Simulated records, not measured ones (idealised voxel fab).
This section sets out a process module, namely voxel released beams.
Each square cell in cross-section cut measures 5 nm, and the section as a whole is 160 nm wide.
Heads up, the way a cross-section reads in here is a grid of square cells, handed over as bands from the top down, with every band being one or more rows of cells.
Each band's line starts with the height of the band's top and of its bottom, in nm. Then come its materials from left to right, each with its width in nm. One material with "throughout" fills the band from edge to edge. "empty" is empty space.
For the purposes of this specification, 0 denotes the height below which the wafer in its as-received condition is composed wholly of one material, and the lowermost band, lacking a lower limit, extends downward without end, as expressed in "from 0 down".
A width such as "30..40" changes by the same amount from each row of cells to the next, from the band's top row to its bottom row.
Key: "nothing was modified" - step with no changed cell in the cross-section.
What "Closed void table" gives you is every empty space of 8 cells or more that is cut off from the top. Each appears as width x height at distance, with the distance taken from the left edge and width, height and distance all in nm.
What comes after the settings on a step's line is commentary from the simulator itself on that step.
overlay nm: right-of-plan distance of the mask on a masked step; negative values mean left-of-plan.

[The steps planned for the process are as follows]
1 RECEIVE: material Si
2 CONFORMAL_DEP: material Al2O3, thk nm 5
3 DIRECTIONAL_DEP: material SiO2, thk nm 20
4 DIRECTIONAL_DEP: material aC, thk nm 10
5 PATTERN: tone open, mask id ANCHOR, material resist, width nm 25, thk nm 25, overlay nm 0
6 DIRECTIONAL_ETCH: etch materials aC, depth nm 10
7 STRIP: etch materials resist
8 DIRECTIONAL_ETCH: etch materials SiO2, depth nm 20
9 STRIP: etch materials aC
10 CONFORMAL_DEP: material polySi, thk nm 10
11 PATTERN: tone cover, mask id BEAM, material resist, width nm 90, thk nm 15, overlay nm 0
12 DIRECTIONAL_ETCH: etch materials polySi, depth nm 10
13 STRIP: etch materials resist
14 STRIP: etch materials SiO2

[First wafer of two (run as planned)]

[Cross-section of the wafer at receipt, which is the condition after step 1]
  from 0 down: Si throughout
  Closed void table: none

[The following cross-section depicts the wafer upon completion of step 2]
  from 5 to 0: Al2O3 throughout
  Note: structure below 0 unchanged.

[The following cross-section depicts the wafer upon completion of step 3]
  from 25 to 5: SiO2 throughout
  Note: structure below 5 unchanged.

[The following cross-section depicts the wafer upon completion of step 4]
  from 35 to 25: aC throughout
  Note: structure below 25 unchanged.

[The following cross-section depicts the wafer upon completion of step 5]
  from 60 to 35: resist 35 nm, then empty 25 nm, then resist 100 nm
  Note: structure below 35 unchanged.

[The following cross-section depicts the wafer upon completion of step 6]
  from 50 to 35: resist 35 nm, then empty 25 nm, then resist 100 nm
  from 35 to 25: aC 35 nm, then empty 25 nm, then aC 100 nm
  Note: structure below 25 unchanged.

[The following cross-section depicts the wafer upon completion of step 7]
  from 35 to 25: aC 35 nm, then empty 25 nm, then aC 100 nm
  Note: structure below 25 unchanged.

[The following cross-section depicts the wafer upon completion of step 8]
  from 35 to 25: aC 35 nm, then empty 25 nm, then aC 100 nm
  from 25 to 5: SiO2 35 nm, then empty 25 nm, then SiO2 100 nm
  Note: structure below 5 unchanged.

[The following cross-section depicts the wafer upon completion of step 9]
  from 25 to 5: SiO2 35 nm, then empty 25 nm, then SiO2 100 nm
  Note: structure below 5 unchanged.

[The following cross-section depicts the wafer upon completion of step 10]
  from 35 to 25: polySi 45 nm, then empty 5 nm, then polySi 110 nm
  from 25 to 15: SiO2 35 nm, then polySi 10 nm, then empty 5 nm, then polySi 10 nm, then SiO2 100 nm
  from 15 to 5: SiO2 35 nm, then polySi 25 nm, then SiO2 100 nm
  Note: structure below 5 unchanged.

[The following cross-section depicts the wafer upon completion of step 11]
  from 50 to 35: empty 30 nm, then resist 90 nm, then empty 40 nm
  from 35 to 25: polySi 45 nm, then resist 5 nm, then polySi 110 nm
  from 25 to 15: SiO2 35 nm, then polySi 10 nm, then resist 5 nm, then polySi 10 nm, then SiO2 100 nm
  Note: structure below 15 unchanged.

[The following cross-section depicts the wafer upon completion of step 12]
  from 50 to 35: empty 30 nm, then resist 90 nm, then empty 40 nm
  from 35 to 25: empty 30 nm, then polySi 15 nm, then resist 5 nm, then polySi 70 nm, then empty 40 nm
  Note: structure below 25 unchanged.

[The following cross-section depicts the wafer upon completion of step 13]
  from 35 to 25: empty 30 nm, then polySi 15 nm, then empty 5 nm, then polySi 70 nm, then empty 40 nm
  from 25 to 15: SiO2 35 nm, then polySi 10 nm, then empty 5 nm, then polySi 10 nm, then SiO2 100 nm
  Note: structure below 15 unchanged.

[The following cross-section depicts the wafer upon completion of step 14]
  from 35 to 25: empty 30 nm, then polySi 15 nm, then empty 5 nm, then polySi 70 nm, then empty 40 nm
  from 25 to 15: empty 35 nm, then polySi 10 nm, then empty 5 nm, then polySi 10 nm, then empty 100 nm
  from 15 to 5: empty 35 nm, then polySi 25 nm, then empty 100 nm
  Note: structure below 5 unchanged.

[The remaining wafer, second of the two, started like the first and was run to the same plan, except that one mistake was made along the way; the two coincide through step 4, inclusive]

[The second wafer in cross-section, at the planned close of step 5]
  from 60 to 35: resist 30 nm, then empty 35 nm, then resist 95 nm
  Note: structure below 35 unchanged.

[The second wafer in cross-section, at the planned close of step 6]
  from 50 to 35: resist 30 nm, then empty 35 nm, then resist 95 nm
  from 35 to 25: aC 30 nm, then empty 35 nm, then aC 95 nm
  Note: structure below 25 unchanged.

[The second wafer in cross-section, at the planned close of step 7]
  from 35 to 25: aC 30 nm, then empty 35 nm, then aC 95 nm
  Note: structure below 25 unchanged.

[The second wafer in cross-section, at the planned close of step 8]
  from 35 to 25: aC 30 nm, then empty 35 nm, then aC 95 nm
  from 25 to 5: SiO2 30 nm, then empty 35 nm, then SiO2 95 nm
  Note: structure below 5 unchanged.

[The second wafer in cross-section, at the planned close of step 9]
  from 25 to 5: SiO2 30 nm, then empty 35 nm, then SiO2 95 nm
  Note: structure below 5 unchanged.

[The second wafer in cross-section, at the planned close of step 10]
  from 35 to 25: polySi 40 nm, then empty 15 nm, then polySi 105 nm
  from 25 to 15: SiO2 30 nm, then polySi 10 nm, then empty 15 nm, then polySi 10 nm, then SiO2 95 nm
  from 15 to 5: SiO2 30 nm, then polySi 35 nm, then SiO2 95 nm
  Note: structure below 5 unchanged.

[The second wafer in cross-section, at the planned close of step 11]
  from 50 to 35: empty 30 nm, then resist 90 nm, then empty 40 nm
  from 35 to 25: polySi 40 nm, then resist 15 nm, then polySi 105 nm
  from 25 to 15: SiO2 30 nm, then polySi 10 nm, then resist 15 nm, then polySi 10 nm, then SiO2 95 nm
  Note: structure below 15 unchanged.

[The second wafer in cross-section, at the planned close of step 12]
  from 50 to 35: empty 30 nm, then resist 90 nm, then empty 40 nm
  from 35 to 25: empty 30 nm, then polySi 10 nm, then resist 15 nm, then polySi 65 nm, then empty 40 nm
  Note: structure below 25 unchanged.

[The second wafer in cross-section, at the planned close of step 13]
  from 35 to 25: empty 30 nm, then polySi 10 nm, then empty 15 nm, then polySi 65 nm, then empty 40 nm
  from 25 to 15: SiO2 30 nm, then polySi 10 nm, then empty 15 nm, then polySi 10 nm, then SiO2 95 nm
  Note: structure below 15 unchanged.

[The second wafer in cross-section, at the planned close of step 14]
  from 35 to 25: empty 30 nm, then polySi 10 nm, then empty 15 nm, then polySi 65 nm, then empty 40 nm
  from 25 to 15: empty 30 nm, then polySi 10 nm, then empty 15 nm, then polySi 10 nm, then empty 95 nm
  from 15 to 5: empty 30 nm, then polySi 35 nm, then empty 95 nm
  Note: structure below 5 unchanged.
In executing the process, a mistake was made relative to the plan: the process deviated at step 5: the operation and settings actually run there were PATTERN: tone open, mask id ANCHOR, material resist, width nm 35, thk nm 25, overlay nm 0
Heads up: at the end the two wafers have identical cell counts per material, they're just laid out differently.
